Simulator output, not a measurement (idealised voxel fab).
Presented below is a process module, voxel wiring stack.
Xsec cut, 260 nm wide, square cell size 5 nm.
Square cells in a grid make up a cross-section in this document, and the grid is given as bands, listed from the top down, each one or more rows of cells.
For a band, the entry starts with two heights in nm, that of the top and then that of the bottom, and carries on with the band's materials in order from left to right, each alongside its width in nm; the word "throughout" beside a single material means it fills the band edge to edge, and "blank" means empty space.
Height 0 is the level under which the wafer as received is all one material. The lowest band goes on downwards, as in "0 down".
So if you see something like "30 to 40" for the width, read it as the top row of the band sitting at the first number and the bottom row at the second, with every row in between moving by the same amount as the last.
Take "no alteration" at face value: in the step it is given for, the cross-section changed in none of its cells.
The label "Voids, enclosed" introduces a list of the empty spaces, 8 cells or larger, that have no open way up to the top; each entry in it reads width x height at distance, where the distance is taken from the left edge and all three are stated in nm.
It should be noted that, on the line of a given step, the content following the step's settings is a remark produced by the simulator itself with respect to that step.
overlay nm: on a step with a mask, how far right of its planned place the mask lay; negative means left.

**The following list gives the planned process steps**
| 1 | RECEIVE,material Si |
| 2 | CONFORMAL_DEP,material SiO2,thk nm 15 |
| 3 | CONFORMAL_DEP,material SiCN,thk nm 5 |
| 4 | DIRECTIONAL_DEP,material lowk,thk nm 20 |
| 5 | MASKED_ETCH,tone open,mask id METAL_1,width nm 25,pitch nm 50,etch materials lowk,depth nm 20,overlay nm 0 |
| 6 | MASKED_ETCH,tone open,mask id METAL_1,width nm 25,pitch nm 50,etch materials SiCN,depth nm 5,overlay nm 0 |
| 7 | CONFORMAL_DEP,material TiN,thk nm 5 |
| 8 | FILL_DEP,material Cu,thk nm 10 |
| 9 | CMP,height nm 40 |
| 10 | CONFORMAL_DEP,material SiCN,thk nm 5 |
| 11 | DIRECTIONAL_DEP,material lowk,thk nm 15 |
| 12 | MASKED_ETCH,tone open,mask id PLUG_1,width nm 15,pitch nm 100,etch materials lowk,depth nm 15,overlay nm 0 |
| 13 | MASKED_ETCH,tone open,mask id PLUG_1,width nm 15,pitch nm 100,etch materials SiCN,depth nm 5,overlay nm 0 |
| 14 | EPI,material Ru,thk nm 10 |
| 15 | EPI,material Ru,thk nm 10 |
| 16 | CONFORMAL_DEP,material SiCN,thk nm 5 |
| 17 | DIRECTIONAL_DEP,material SiO2,thk nm 25 |
| 18 | DIRECTIONAL_DEP,material aC,thk nm 15 |
| 19 | PATTERN,tone open,mask id METAL_2,material resist,width nm 25,pitch nm 50,thk nm 30,overlay nm 0 |
| 20 | DIRECTIONAL_ETCH,etch materials aC,depth nm 15 |
| 21 | STRIP,etch materials resist |
| 22 | DIRECTIONAL_ETCH,etch materials SiO2,depth nm 25 |
| 23 | DIRECTIONAL_ETCH,etch materials SiCN,depth nm 5 |
| 24 | STRIP,etch materials aC |
| 25 | CONFORMAL_DEP,material TiN,thk nm 5 |
| 26 | FILL_DEP,material Cu,thk nm 5 |
| 27 | CMP,height nm 90 |
| 28 | CONFORMAL_DEP,material SiCN,thk nm 5 |
| 29 | DIRECTIONAL_DEP,material SiO2,thk nm 15 |
| 30 | DIRECTIONAL_DEP,material aC,thk nm 15 |
| 31 | PATTERN,tone open,mask id PLUG_2,material resist,width nm 15,pitch nm 50,thk nm 30,overlay nm 0 |
| 32 | DIRECTIONAL_ETCH,etch materials aC,depth nm 15 |
| 33 | STRIP,etch materials resist |
| 34 | DIRECTIONAL_ETCH,etch materials SiO2,depth nm 15 |
| 35 | DIRECTIONAL_ETCH,etch materials SiCN,depth nm 5 |
| 36 | STRIP,etch materials aC |
| 37 | CONFORMAL_DEP,material TiN,thk nm 5 |
| 38 | FILL_DEP,material Cu,thk nm 10 |
| 39 | CMP,height nm 110 |
| 40 | DIRECTIONAL_DEP,material TiN,thk nm 5 |
| 41 | DIRECTIONAL_DEP,material Ru,thk nm 20 |
| 42 | PATTERN,tone cover,mask id METAL_3,material resist,width nm 25,pitch nm 50,thk nm 15,overlay nm 0 |
| 43 | DIRECTIONAL_ETCH,etch materials Ru,depth nm 20 |
| 44 | DIRECTIONAL_ETCH,etch materials TiN,depth nm 5 |
| 45 | STRIP,etch materials resist |
| 46 | FILL_DEP,material lowk,thk nm 5 |
| 47 | CMP,height nm 135 |
| 48 | CONFORMAL_DEP,material SiCN,thk nm 5 |
| 49 | DIRECTIONAL_DEP,material lowk,thk nm 20 |
| 50 | MASKED_ETCH,tone open,mask id PLUG_3,width nm 15,pitch nm 50,etch materials lowk,depth nm 20,overlay nm 0 |
| 51 | MASKED_ETCH,tone open,mask id PLUG_3,width nm 15,pitch nm 50,etch materials SiCN,depth nm 5,overlay nm 0 |
| 52 | EPI,material Ru,thk nm 10 |
| 53 | EPI,material Ru,thk nm 10 |
| 54 | EPI,material Ru,thk nm 5 |
| 55 | CONFORMAL_DEP,material SiCN,thk nm 5 |
| 56 | DIRECTIONAL_DEP,material lowk,thk nm 15 |
| 57 | PATTERN,tone open,mask id METAL_4,material resist,width nm 25,pitch nm 50,thk nm 15,overlay nm 0 |
| 58 | DIRECTIONAL_ETCH,etch materials lowk,depth nm 15 |
| 59 | DIRECTIONAL_ETCH,etch materials SiCN,depth nm 5 |
| 60 | STRIP,etch materials resist |
| 61 | CONFORMAL_DEP,material TiN,thk nm 5 |
| 62 | FILL_DEP,material Ru,thk nm 5 |
| 63 | CMP,height nm 180 |
| 64 | CONFORMAL_DEP,material SiCN,thk nm 5 |

**Cross-section of the wafer upon arrival, representing the state reached after step 1**
* 0 down: Si throughout
* Voids, enclosed: none

**Cross-section, end of module. Start: as above. Plan: as above. Execution: one mistake**
* 185 to 180: SiCN throughout
* 180 to 165: lowk 40 nm, TiN 5 nm, Ru 15 nm, TiN 5 nm, lowk 25 nm, TiN 5 nm, Ru 15 nm, TiN 5 nm, lowk 25 nm, TiN 5 nm, Ru 15 nm, TiN 5 nm, lowk 25 nm, TiN 5 nm, Ru 15 nm, TiN 5 nm, lowk 45 nm
* 165 to 160: SiCN 40 nm, TiN 25 nm, SiCN 25 nm, TiN 25 nm, SiCN 25 nm, TiN 25 nm, SiCN 25 nm, TiN 25 nm, SiCN 45 nm
* 160 to 140: lowk 40 nm, Ru 15 nm, lowk 35 nm, Ru 15 nm, lowk 35 nm, Ru 15 nm, lowk 35 nm, Ru 15 nm, lowk 55 nm
* 140 to 135: SiCN 40 nm, Ru 15 nm, SiCN 35 nm, Ru 15 nm, SiCN 35 nm, Ru 15 nm, SiCN 35 nm, Ru 15 nm, SiCN 55 nm
* 135 to 115: lowk 40 nm, Ru 25 nm, lowk 25 nm, Ru 25 nm, lowk 25 nm, Ru 25 nm, lowk 25 nm, Ru 25 nm, lowk 45 nm
* 115 to 110: lowk 40 nm, TiN 25 nm, lowk 25 nm, TiN 25 nm, lowk 25 nm, TiN 25 nm, lowk 25 nm, TiN 25 nm, lowk 45 nm
* 110 to 95: SiO2 40 nm, TiN 5 nm, Cu 5 nm, TiN 5 nm, SiO2 35 nm, TiN 5 nm, Cu 5 nm, TiN 5 nm, SiO2 35 nm, TiN 5 nm, Cu 5 nm, TiN 5 nm, SiO2 35 nm, TiN 5 nm, Cu 5 nm, TiN 5 nm, SiO2 55 nm
* 95 to 90: SiCN 40 nm, TiN 15 nm, SiCN 35 nm, TiN 15 nm, SiCN 35 nm, TiN 15 nm, SiCN 35 nm, TiN 15 nm, SiCN 55 nm
* 90 to 75: SiO2 40 nm, TiN 5 nm, Cu 15 nm, TiN 5 nm, SiO2 25 nm, TiN 5 nm, Cu 15 nm, TiN 5 nm, SiO2 25 nm, TiN 5 nm, Cu 15 nm, TiN 5 nm, SiO2 25 nm, TiN 5 nm, Cu 15 nm, TiN 5 nm, SiO2 45 nm
* 75 to 70: SiO2 25 nm, SiCN 15 nm, TiN 25 nm, SiCN 5 nm, SiO2 20 nm, TiN 5 nm, Cu 15 nm, TiN 5 nm, SiO2 10 nm, SiCN 15 nm, TiN 25 nm, SiCN 5 nm, SiO2 20 nm, TiN 5 nm, Cu 15 nm, TiN 5 nm, SiO2 45 nm
* 70 to 65: SiO2 25 nm, SiCN 5 nm, Ru 35 nm, SiCN 5 nm, SiO2 20 nm, TiN 5 nm, Cu 15 nm, TiN 5 nm, SiO2 10 nm, SiCN 5 nm, Ru 35 nm, SiCN 5 nm, SiO2 20 nm, TiN 5 nm, Cu 15 nm, TiN 5 nm, SiO2 45 nm
* 65 to 60: SiCN 30 nm, Ru 35 nm, SiCN 25 nm, TiN 25 nm, SiCN 15 nm, Ru 35 nm, SiCN 25 nm, TiN 25 nm, SiCN 45 nm
* 60 to 45: lowk 40 nm, Ru 15 nm, lowk 85 nm, Ru 15 nm, lowk 105 nm
* 45 to 40: SiCN 40 nm, Ru 15 nm, SiCN 85 nm, Ru 15 nm, SiCN 105 nm
* 40 to 20: lowk 40 nm, TiN 5 nm, Cu 15 nm, TiN 5 nm, lowk 25 nm, TiN 5 nm, Cu 15 nm, TiN 5 nm, lowk 25 nm, TiN 5 nm, Cu 15 nm, TiN 5 nm, lowk 25 nm, TiN 5 nm, Cu 15 nm, TiN 5 nm, lowk 45 nm
* 20 to 15: SiCN 40 nm, TiN 25 nm, SiCN 25 nm, TiN 25 nm, SiCN 25 nm, TiN 25 nm, SiCN 25 nm, TiN 25 nm, SiCN 45 nm
* 15 to 0: SiO2 throughout
* 0 down: Si throughout
* Voids, enclosed: none
Where did the run depart from the plan? which of the identical steps 14 and 15 was run twice cannot be determined, only that one of them was
